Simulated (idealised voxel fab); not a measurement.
voxel transistor to metal: a process module
cross-section cut | 155 nm wide | cells 5 nm
Cross-section format: a grid of square cells, given as bands from top to bottom; each band is one or more rows of cells. The entry gives the band's vertical extent as a top height and a bottom height in nm, then its horizontal make-up as materials from left to right, each with a width in nm. "empty" stands for empty space; a single material marked "edge to edge" fills the band edge to edge. It should be noted that heights are counted from 0, beneath which the wafer as supplied is of one material throughout, and that the lowest band possesses no lower boundary but continues downward, as written in "0 and below". Top row gets the first number, bottom row gets the second, and each row in between changes by the same step: that is how a band width like "30..40" works. Where a step carries "nothing different", the cross-section came out of it unchanged, cell for cell. Reported under the label "Entrapped void list" are the empty spaces having no open way to the top and comprising 8 cells or more; the notation for each is width x height at distance, in which the distance is measured from the left edge and all three values are in nm. On a step's line, text after the settings is the simulator commenting on that step. For masked steps, "overlay nm" on the step line gives how far right of plan the mask actually lay; a minus sign means it lay to the left.
The following list gives the planned process steps:
1. RECEIVE, material Si
2. OXIDIZE, depth nm 5
3. CONFORMAL_DEP, material SiN, thk nm 10
4. PATTERN, tone cover, mask id ACTIVE, material resist, width nm 100, thk nm 20, overlay nm 0
5. DIRECTIONAL_ETCH, etch materials SiN, depth nm 10
6. DIRECTIONAL_ETCH, etch materials SiO2, depth nm 5
7. DIRECTIONAL_ETCH, etch materials Si, depth nm 20
8. STRIP, etch materials resist
9. OXIDIZE, depth nm 5
10. FILL_DEP, material SiO2, thk nm 5
11. CMP, height nm 10
12. SELECTIVE_ETCH, etch materials SiO2, depth nm 10
13. STRIP, etch materials SiN
14. SELECTIVE_ETCH, etch materials SiO2, depth nm 5
15. OXIDIZE, depth nm 5
16. DIRECTIONAL_DEP, material polySi, thk nm 20
17. DIRECTIONAL_DEP, material SiCN, thk nm 10
18. PATTERN, tone cover, mask id GATE, material resist, width nm 20, thk nm 20, overlay nm 0
19. DIRECTIONAL_ETCH, etch materials SiCN, depth nm 20
20. DIRECTIONAL_ETCH, etch materials polySi, depth nm 30
21. STRIP, etch materials resist
22. CONFORMAL_DEP, material SiN, thk nm 5
23. DIRECTIONAL_ETCH, etch materials SiN, depth nm 5
24. DIRECTIONAL_ETCH, etch materials SiO2, depth nm 5
25. DIRECTIONAL_ETCH, etch materials Si, depth nm 5
26. EPI, material pSi, thk nm 5
27. FILL_DEP, material SiO2, thk nm 10
28. CMP, height nm 25
29. DIRECTIONAL_DEP, material SiO2, thk nm 15
30. PATTERN, tone open, mask id CONTACT, material resist, width nm 30, pitch nm 60, thk nm 15, overlay nm 0
31. DIRECTIONAL_ETCH, etch materials SiO2, depth nm 50
32. STRIP, etch materials resist
33. CONFORMAL_DEP, material TiN, thk nm 5
34. FILL_DEP, material Ru, thk nm 10
35. CMP, height nm 40
36. CONFORMAL_DEP, material SiCN, thk nm 5
37. DIRECTIONAL_DEP, material SiO2, thk nm 20
38. DIRECTIONAL_DEP, material aC, thk nm 10
39. PATTERN, tone open, mask id METAL_1, material resist, width nm 20, pitch nm 70, thk nm 25, overlay nm 0
40. DIRECTIONAL_ETCH, etch materials aC, depth nm 10
41. STRIP, etch materials resist
42. DIRECTIONAL_ETCH, etch materials SiO2, depth nm 20
43. DIRECTIONAL_ETCH, etch materials SiCN, depth nm 5
44. STRIP, etch materials aC
45. CONFORMAL_DEP, material TiN, thk nm 5
46. FILL_DEP, material Ru, thk nm 10
47. CMP, height nm 65
48. EPI, material Ru, thk nm 5
49. FILL_DEP, material SiCN, thk nm 5
50. DIRECTIONAL_DEP, material lowk, thk nm 30
51. MASKED_ETCH, tone open, mask id METAL_2, width nm 20, pitch nm 70, etch materials lowk, depth nm 15, overlay nm 0
52. MASKED_ETCH, tone open, mask id METAL_2_HOLES, width nm 15, pitch nm 70, etch materials lowk, depth nm 15, overlay nm 0
53. MASKED_ETCH, tone open, mask id METAL_2_HOLES, width nm 15, pitch nm 70, etch materials SiCN, depth nm 5, overlay nm 0
54. CONFORMAL_DEP, material TiN, thk nm 5
55. FILL_DEP, material Ru, thk nm 10
56. CMP, height nm 105
57. CONFORMAL_DEP, material SiN, thk nm 5
Cross-section of the wafer upon arrival, representing the state reached after step 1:
	0 and below  Si edge to edge
	Entrapped void list: none
End state of the module in cross-section, given the above starting point and plan and one mistake in execution:
	110 down to 105  SiN edge to edge
	105 down to 95  30 of lowk; 5 of TiN; 10 of Ru; 5 of TiN; 50 of lowk; 5 of TiN; 10 of Ru; 5 of TiN; 35 of lowk
	95 down to 90  30 of lowk; 5 of TiN; 5 of Ru; 10 of TiN; 50 of lowk; 5 of TiN; 5 of Ru; 10 of TiN; 35 of lowk
	90 down to 75  30 of lowk; 5 of TiN; 5 of Ru; 5 of TiN; 55 of lowk; 5 of TiN; 5 of Ru; 5 of TiN; 40 of lowk
	75 down to 70  30 of SiCN; 15 of TiN; 55 of SiCN; 15 of TiN; 40 of SiCN
	70 down to 65  25 of SiCN; 30 of Ru; 40 of SiCN; 30 of Ru; 30 of SiCN
	65 down to 45  30 of SiO2; 5 of TiN; 10 of Ru; 5 of TiN; 50 of SiO2; 5 of TiN; 10 of Ru; 5 of TiN; 35 of SiO2
	45 down to 40  30 of SiCN; 20 of TiN; 50 of SiCN; 20 of TiN; 35 of SiCN
	40 down to 25  30 of SiO2; 5 of TiN; 20 of Ru; 5 of TiN; 30 of SiO2; 5 of TiN; 20 of Ru; 5 of TiN; 35 of SiO2
	25 down to 15  30 of SiO2; 5 of TiN; 20 of Ru; 5 of TiN; 5 of SiN; 20 of SiCN; 5 of SiN; 5 of TiN; 20 of Ru; 5 of TiN; 35 of SiO2
	15 down to 0  30 of SiO2; 5 of TiN; 20 of Ru; 5 of TiN; 5 of SiN; 20 of polySi; 5 of SiN; 5 of TiN; 20 of Ru; 5 of TiN; 35 of SiO2
	0 down to -5  30 of SiO2; 5 of TiN; 15 of Ru; 10 of TiN; 5 of SiN; 20 of polySi; 5 of SiN; 10 of TiN; 15 of Ru; 5 of TiN; 35 of SiO2
	-5 down to -10  10 of SiO2; 5 of SiN; 10 of SiO2; 5 of SiN; 25 of TiN; 5 of pSi; 30 of SiO2; 5 of pSi; 25 of TiN; 5 of SiN; 10 of SiO2; 5 of SiN; 15 of SiO2
	-10 down to -15  10 of SiO2; 5 of SiN; 10 of SiO2; 5 of SiN; 5 of SiO2; 25 of pSi; 30 of Si; 25 of pSi; 5 of SiO2; 5 of SiN; 10 of SiO2; 5 of SiN; 15 of SiO2
	-15 down to -20  35 of SiO2; 80 of Si; 40 of SiO2
	-20 down to -30  30 of SiO2; 90 of Si; 35 of SiO2
	-30 and below  Si edge to edge
	Entrapped void list: none
Against the plan, the run slipped here: so 12 and 13 got swapped relative to the plan, each ran where the other was supposed to
